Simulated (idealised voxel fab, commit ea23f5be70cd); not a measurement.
The following is a process module called voxel gate over fins.
We display cut, a cross-section 230 nm in width whose square cells are each 5 nm.
Heads up, the way a cross-section reads in here is a grid of square cells, handed over as bands from the top down, with every band being one or more rows of cells. The band entry comprises the height of the band's top followed by the height of its bottom, expressed in nm, and subsequently the band's materials from left to right, each stated together with its width in nm. Where a single material is marked with the word "everywhere", that material fills the band from edge to edge. The word "blank" represents empty space. All heights in this document are referenced to 0, defined as the level beneath which the wafer, as received, consists entirely of one material. The lowest band is not bounded below; it extends indefinitely downward and is written in the form "0 down". Think of "30 to 40" as a width that walks from the first number to the second as you go down the band, top row to bottom row, taking equal-sized steps from row to row. Where the words "nothing was modified" appear for a step, the cross-section shows no cell changed by that step; every cell remained as before. Listed in "Catalogued sealed voids": every empty space of 8 or more cells without an open way to the top. Form: width x height at distance, the distance being from the left edge, all in nm. after a step's settings: what the simulator itself notes on the step. overlay nm: right-of-plan distance of the mask on a masked step; negative values mean left-of-plan.
-- Below is the list of planned process steps
1. RECEIVE: material Si
2. CONFORMAL_DEP: material SiN, thk nm 10
3. MASKED_ETCH: tone cover, mask id FINS, width nm 15, pitch nm 40, etch materials SiN, depth nm 10, overlay nm 0
4. MASKED_ETCH: tone cover, mask id FINS, width nm 15, pitch nm 40, etch materials Si, depth nm 30, overlay nm 0
5. OXIDIZE: depth nm 5
6. FILL_DEP: material SiO2, thk nm 5
7. CMP: height nm 10
8. SELECTIVE_ETCH: etch materials SiO2, depth nm 25
9. STRIP: etch materials SiN
10. CONFORMAL_DEP: material HfO2, thk nm 5
11. CONFORMAL_DEP: material TiN, thk nm 5
12. FILL_DEP: material W, thk nm 10
13. CMP: height nm 15
14. CONFORMAL_DEP: material SiCN, thk nm 10
-- As-received wafer cross-section (after step 1)
    0 down  Si everywhere
    Catalogued sealed voids: none
-- Cross-section, end of module. Start: as above. Plan: as above. Execution: one mistake
    25 to 15  SiCN everywhere
    15 to 10  W everywhere
    10 to 5  W 80 / TiN 25 / W 15 / TiN 25 / W 85
    5 to 0  W 80 / TiN 5 / HfO2 15 / TiN 5 / W 15 / TiN 5 / HfO2 15 / TiN 5 / W 85
    0 to -5  W 80 / TiN 5 / HfO2 5 / Si 5 / HfO2 5 / TiN 5 / W 15 / TiN 5 / HfO2 5 / Si 5 / HfO2 5 / TiN 5 / W 85
    -5 to -10  TiN 85 / HfO2 5 / Si 5 / HfO2 5 / TiN 25 / HfO2 5 / Si 5 / HfO2 5 / TiN 90
    -10 to -15  HfO2 90 / Si 5 / HfO2 35 / Si 5 / HfO2 95
    -15 to -25  SiO2 90 / Si 5 / SiO2 35 / Si 5 / SiO2 95
    -25 down  Si everywhere
    Catalogued sealed voids: none
Processing error: step 4 went in with a setting other than planned; the actual run was MASKED_ETCH: tone cover, mask id FINS, width nm 15, pitch nm 40, etch materials Si, depth nm 20, overlay nm 0
